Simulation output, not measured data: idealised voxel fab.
Process module in this document: voxel transistor to metal
cross-section cut | 300 nm wide | cells 5 nm
Heads up, the way a cross-section reads in here is a grid of square cells, handed over as bands from the top down, with every band being one or more rows of cells.
Band: top height; bottom height; in nm. Then, left to right: material with width in nm, for each material. "full width": a single material spanning edge to edge. "air": empty space.
Heights are expressed relative to 0, this being the level below which the as-received wafer comprises one material exclusively. The lowest band is unbounded in the downward direction and is denoted as in "0 nm and below".
A width such as "30..40" changes by the same amount from each row of cells to the next, from the band's top row to its bottom row.
"no modification" for a step: no cell of the cross-section changed in that step.
What "Fully sealed cavities" gives you is every empty space of 8 cells or more that is cut off from the top. Each appears as width x height at distance, with the distance taken from the left edge and width, height and distance all in nm.
On each step's line, the part that comes after the settings is the simulator's own comment on the step.
overlay nm: mask right of planned place by this much (step with mask). Neg. = left.

## List of planned process steps
1) RECEIVE | material Si
2) CONFORMAL_DEP | material SiO2 | thk nm 5
3) CONFORMAL_DEP | material SiN | thk nm 15
4) MASKED_ETCH | tone cover | mask id ACTIVE | width nm 115 | pitch nm 140 | etch materials SiN | depth nm 15 | overlay nm 0
5) MASKED_ETCH | tone cover | mask id ACTIVE | width nm 115 | pitch nm 140 | etch materials SiO2 | depth nm 5 | overlay nm 0
6) MASKED_ETCH | tone cover | mask id ACTIVE | width nm 115 | pitch nm 140 | etch materials Si | depth nm 25 | overlay nm 0
7) FILL_DEP | material SiO2 | thk nm 5
8) CMP | height nm 20
9) SELECTIVE_ETCH | etch materials SiO2 | depth nm 15
10) STRIP | etch materials SiN
11) SELECTIVE_ETCH | etch materials SiO2 | depth nm 5
12) OXIDIZE | depth nm 5
13) DIRECTIONAL_DEP | material polySi | thk nm 25
14) DIRECTIONAL_DEP | material SiCN | thk nm 15
15) DIRECTIONAL_DEP | material aC | thk nm 15
16) PATTERN | tone cover | mask id GATE | material resist | width nm 35 | pitch nm 140 | thk nm 30 | overlay nm 0
17) DIRECTIONAL_ETCH | etch materials aC | depth nm 15
18) STRIP | etch materials resist
19) DIRECTIONAL_ETCH | etch materials SiCN | depth nm 25
20) DIRECTIONAL_ETCH | etch materials polySi | depth nm 35
21) STRIP | etch materials aC
22) CONFORMAL_DEP | material SiO2 | thk nm 5
23) DIRECTIONAL_ETCH | etch materials SiO2 | depth nm 5
24) CONFORMAL_DEP | material SiN | thk nm 10
25) DIRECTIONAL_ETCH | etch materials SiN | depth nm 10
26) DIRECTIONAL_ETCH | etch materials SiO2 | depth nm 5
27) EPI | material nSi | thk nm 5
28) FILL_DEP | material SiO2 | thk nm 10
29) CMP | height nm 25
30) STRIP | etch materials polySi
31) SELECTIVE_ETCH | etch materials SiO2 | depth nm 5
32) CONFORMAL_DEP | material HfO2 | thk nm 5
33) CONFORMAL_DEP | material TiN | thk nm 5
34) FILL_DEP | material W | thk nm 5
35) CMP | height nm 20
36) DIRECTIONAL_DEP | material SiO2 | thk nm 15
37) DIRECTIONAL_DEP | material aC | thk nm 10
38) PATTERN | tone open | mask id CONTACT | material resist | width nm 15 | thk nm 25 | overlay nm 0
39) DIRECTIONAL_ETCH | etch materials aC | depth nm 10
40) STRIP | etch materials resist
41) DIRECTIONAL_ETCH | etch materials SiO2 | depth nm 35
42) STRIP | etch materials aC
43) CONFORMAL_DEP | material TiN | thk nm 5
44) FILL_DEP | material W | thk nm 5
45) CMP | height nm 35
46) DIRECTIONAL_DEP | material TiN | thk nm 5
47) DIRECTIONAL_DEP | material W | thk nm 25
48) DIRECTIONAL_DEP | material aC | thk nm 15
49) PATTERN | tone cover | mask id METAL_1 | material resist | width nm 15 | thk nm 35 | overlay nm 0
50) DIRECTIONAL_ETCH | etch materials aC | depth nm 15
51) STRIP | etch materials resist
52) DIRECTIONAL_ETCH | etch materials W | depth nm 25
53) DIRECTIONAL_ETCH | etch materials TiN | depth nm 5
54) STRIP | etch materials aC
55) FILL_DEP | material SiO2 | thk nm 10
56) CMP | height nm 65
57) CONFORMAL_DEP | material SiN | thk nm 5

## Wafer at receipt (post step 1), cross-section
  0 nm and below: Si full width
  Fully sealed cavities: none

## Cross-sectional image of the first of two wafers at the end of the module, the run having proceeded as planned
  70 nm to 65 nm: SiN full width
  65 nm to 40 nm: SiO2: 30, then W: 15, then SiO2: 65, then W: 15, then SiO2: 45, then W: 15, then SiO2: 65, then W: 15, then SiO2: 35
  40 nm to 35 nm: SiO2: 30, then TiN: 15, then SiO2: 65, then TiN: 15, then SiO2: 45, then TiN: 15, then SiO2: 65, then TiN: 15, then SiO2: 35
  35 nm to 20 nm: SiO2: 30, then TiN: 5, then W: 5, then TiN: 5, then SiO2: 65, then TiN: 5, then W: 5, then TiN: 5, then SiO2: 45, then TiN: 5, then W: 5, then TiN: 5, then SiO2: 65, then TiN: 5, then W: 5, then TiN: 5, then SiO2: 35
  20 nm to 5 nm: SiO2: 30, then TiN: 5, then W: 5, then TiN: 5, then SiN: 10, then HfO2: 5, then TiN: 5, then W: 25, then TiN: 5, then HfO2: 5, then SiN: 10, then TiN: 5, then W: 5, then TiN: 5, then SiO2: 45, then TiN: 5, then W: 5, then TiN: 5, then SiN: 10, then HfO2: 5, then TiN: 5, then W: 25, then TiN: 5, then HfO2: 5, then SiN: 10, then TiN: 5, then W: 5, then TiN: 5, then SiO2: 35
  5 nm to 0 nm: SiO2: 30, then TiN: 15, then SiN: 10, then HfO2: 5, then TiN: 35, then HfO2: 5, then SiN: 10, then TiN: 15, then SiO2: 45, then TiN: 15, then SiN: 10, then HfO2: 5, then TiN: 35, then HfO2: 5, then SiN: 10, then TiN: 15, then SiO2: 35
  0 nm to -5 nm: SiO2: 15, then nSi: 30, then SiO2: 10, then HfO2: 45, then SiO2: 10, then nSi: 30, then SiO2: 15, then nSi: 30, then SiO2: 10, then HfO2: 45, then SiO2: 10, then nSi: 30, then SiO2: 20
  -5 nm to -25 nm: SiO2: 20, then Si: 115, then SiO2: 25, then Si: 115, then SiO2: 25
  -25 nm and below: Si full width
  Fully sealed cavities: none

## Second wafer through the module, sectioned at the end: same beginning and same plan as the first wafer, with one mistake in carrying it out
  70 nm to 65 nm: SiN full width
  65 nm to 40 nm: SiO2: 30, then W: 15, then SiO2: 65, then W: 15, then SiO2: 45, then W: 15, then SiO2: 65, then W: 15, then SiO2: 35
  40 nm to 35 nm: SiO2: 30, then TiN: 15, then SiO2: 65, then TiN: 15, then SiO2: 45, then TiN: 15, then SiO2: 65, then TiN: 15, then SiO2: 35
  35 nm to 25 nm: SiO2: 40, then TiN: 5, then W: 5, then TiN: 5, then SiO2: 65, then TiN: 5, then W: 5, then TiN: 5, then SiO2: 45, then TiN: 5, then W: 5, then TiN: 5, then SiO2: 65, then TiN: 5, then W: 5, then TiN: 5, then SiO2: 25
  25 nm to 20 nm: SiO2: 40, then TiN: 15, then SiO2: 65, then TiN: 5, then W: 5, then TiN: 5, then SiO2: 45, then TiN: 15, then SiO2: 65, then TiN: 5, then W: 5, then TiN: 5, then SiO2: 25
  20 nm to 5 nm: SiO2: 40, then TiN: 5, then SiN: 10, then HfO2: 5, then TiN: 5, then W: 25, then TiN: 5, then HfO2: 5, then SiN: 10, then SiO2: 10, then TiN: 5, then W: 5, then TiN: 5, then SiO2: 45, then TiN: 5, then SiN: 10, then HfO2: 5, then TiN: 5, then W: 25, then TiN: 5, then HfO2: 5, then SiN: 10, then SiO2: 10, then TiN: 5, then W: 5, then TiN: 5, then SiO2: 25
  5 nm to 0 nm: SiO2: 40, then TiN: 5, then SiN: 10, then HfO2: 5, then TiN: 35, then HfO2: 5, then SiN: 10, then SiO2: 10, then TiN: 15, then SiO2: 45, then TiN: 5, then SiN: 10, then HfO2: 5, then TiN: 35, then HfO2: 5, then SiN: 10, then SiO2: 10, then TiN: 15, then SiO2: 25
  0 nm to -5 nm: SiO2: 15, then nSi: 30, then SiO2: 10, then HfO2: 45, then SiO2: 10, then nSi: 30, then SiO2: 15, then nSi: 30, then SiO2: 10, then HfO2: 45, then SiO2: 10, then nSi: 30, then SiO2: 20
  -5 nm to -25 nm: SiO2: 20, then Si: 115, then SiO2: 25, then Si: 115, then SiO2: 25
  -25 nm and below: Si full width
  Fully sealed cavities: none
Short version of what went wrong: planned and actual differ for step 38; actual: PATTERN | tone open | mask id CONTACT | material resist | width nm 15 | thk nm 25 | overlay nm 10
Per the end-of-run cell counts, the second wafer holds more or fewer of some materials than the first: SiO2 +16, TiN -8, W -8
